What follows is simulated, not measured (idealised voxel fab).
The process module that follows is named voxel trench capacitor.
Cross-section cut spans 175 nm and uses square cells 5 nm in size.
Cross-section, as written here: a square-cell grid given band by band from the top down, where a band holds one or more rows of cells.
Heights first: top, then bottom, in nm. Then materials, left to right, each with a width in nm. "edge to edge" on a single material: fills the band edge to edge. "air": empty space.
The level at which height equals 0 is the one under which the wafer, as it arrives, is entirely one material. No lower edge exists for the bottom band, which continues downward and is notated as in "0 and below".
You'd read "30..40" like this: the band's top row of cells is as wide as the first number, its bottom row is as wide as the second, and going down, every row changes width by the same amount as the row before did.
For the purposes of this document, the phrase "left unchanged" attached to a step denotes that no cell within the cross-section was modified by that step.
"Catalogued sealed voids": sealed empty spaces, 8 cells or more, no open way to top, listed width x height at distance, with distance from the left edge and width, height and distance in nm.
It should be noted that, on the line of a given step, the content following the step's settings is a remark produced by the simulator itself with respect to that step.
The "overlay nm" setting may appear on a step's line; for a step that uses a mask, it gives how far to the right of its planned position the mask lay, and a negative value indicates the left.
So here's the lineup of process steps we planned:
- 1: RECEIVE | material Si
- 2: CONFORMAL_DEP | material SiN | thk nm 10
- 3: DIRECTIONAL_DEP | material aC | thk nm 15
- 4: PATTERN | tone open | mask id TRENCH | material resist | width nm 25 | pitch nm 40 | thk nm 30 | overlay nm 0
- 5: DIRECTIONAL_ETCH | etch materials aC | depth nm 15
- 6: STRIP | etch materials resist
- 7: DIRECTIONAL_ETCH | etch materials SiN | depth nm 10
- 8: DIRECTIONAL_ETCH | etch materials Si | depth nm 35
- 9: STRIP | etch materials aC
- 10: CONFORMAL_DEP | material Al2O3 | thk nm 5
- 11: CONFORMAL_DEP | material TiN | thk nm 5
- 12: FILL_DEP | material W | thk nm 10
- 13: CMP | height nm 10
Cross-section of the incoming wafer, state after step 1:
  0 and below  Si edge to edge
  Catalogued sealed voids: none
The first of two wafers, cross-sectioned at the end of the module, with the run proceeding as planned:
  10 down to 0  35 nm SiN, then 5 nm Al2O3, then 5 nm TiN, then 5 nm W, then 5 nm TiN, then 5 nm Al2O3, then 15 nm SiN, then 5 nm Al2O3, then 5 nm TiN, then 5 nm W, then 5 nm TiN, then 5 nm Al2O3, then 15 nm SiN, then 5 nm Al2O3, then 5 nm TiN, then 5 nm W, then 5 nm TiN, then 5 nm Al2O3, then 35 nm SiN
  0 down to -25  35 nm Si, then 5 nm Al2O3, then 5 nm TiN, then 5 nm W, then 5 nm TiN, then 5 nm Al2O3, then 15 nm Si, then 5 nm Al2O3, then 5 nm TiN, then 5 nm W, then 5 nm TiN, then 5 nm Al2O3, then 15 nm Si, then 5 nm Al2O3, then 5 nm TiN, then 5 nm W, then 5 nm TiN, then 5 nm Al2O3, then 35 nm Si
  -25 down to -30  35 nm Si, then 5 nm Al2O3, then 15 nm TiN, then 5 nm Al2O3, then 15 nm Si, then 5 nm Al2O3, then 15 nm TiN, then 5 nm Al2O3, then 15 nm Si, then 5 nm Al2O3, then 15 nm TiN, then 5 nm Al2O3, then 35 nm Si
  -30 down to -35  35 nm Si, then 25 nm Al2O3, then 15 nm Si, then 25 nm Al2O3, then 15 nm Si, then 25 nm Al2O3, then 35 nm Si
  -35 and below  Si edge to edge
  Catalogued sealed voids: none
Now the second wafer, cross-sectioned at the end of the module. Nothing different at the start, nothing different in the plan compared with the first, just one mistake when it was actually run:
  10 down to 0  35 nm SiN, then 5 nm Al2O3, then 5 nm TiN, then 5 nm W, then 5 nm TiN, then 5 nm Al2O3, then 15 nm SiN, then 5 nm Al2O3, then 5 nm TiN, then 5 nm W, then 5 nm TiN, then 5 nm Al2O3, then 15 nm SiN, then 5 nm Al2O3, then 5 nm TiN, then 5 nm W, then 5 nm TiN, then 5 nm Al2O3, then 35 nm SiN
  0 down to -60  35 nm Si, then 5 nm Al2O3, then 5 nm TiN, then 5 nm W, then 5 nm TiN, then 5 nm Al2O3, then 15 nm Si, then 5 nm Al2O3, then 5 nm TiN, then 5 nm W, then 5 nm TiN, then 5 nm Al2O3, then 15 nm Si, then 5 nm Al2O3, then 5 nm TiN, then 5 nm W, then 5 nm TiN, then 5 nm Al2O3, then 35 nm Si
  -60 down to -65  35 nm Si, then 5 nm Al2O3, then 15 nm TiN, then 5 nm Al2O3, then 15 nm Si, then 5 nm Al2O3, then 15 nm TiN, then 5 nm Al2O3, then 15 nm Si, then 5 nm Al2O3, then 15 nm TiN, then 5 nm Al2O3, then 35 nm Si
  -65 down to -70  35 nm Si, then 25 nm Al2O3, then 15 nm Si, then 25 nm Al2O3, then 15 nm Si, then 25 nm Al2O3, then 35 nm Si
  -70 and below  Si edge to edge
  Catalogued sealed voids: none
Processing error: step 8, plan: ran twice
Heads up, by the end the second wafer has more or fewer cells of some materials compared to the first: +42 Al2O3, -105 Si, +42 TiN, +21 W
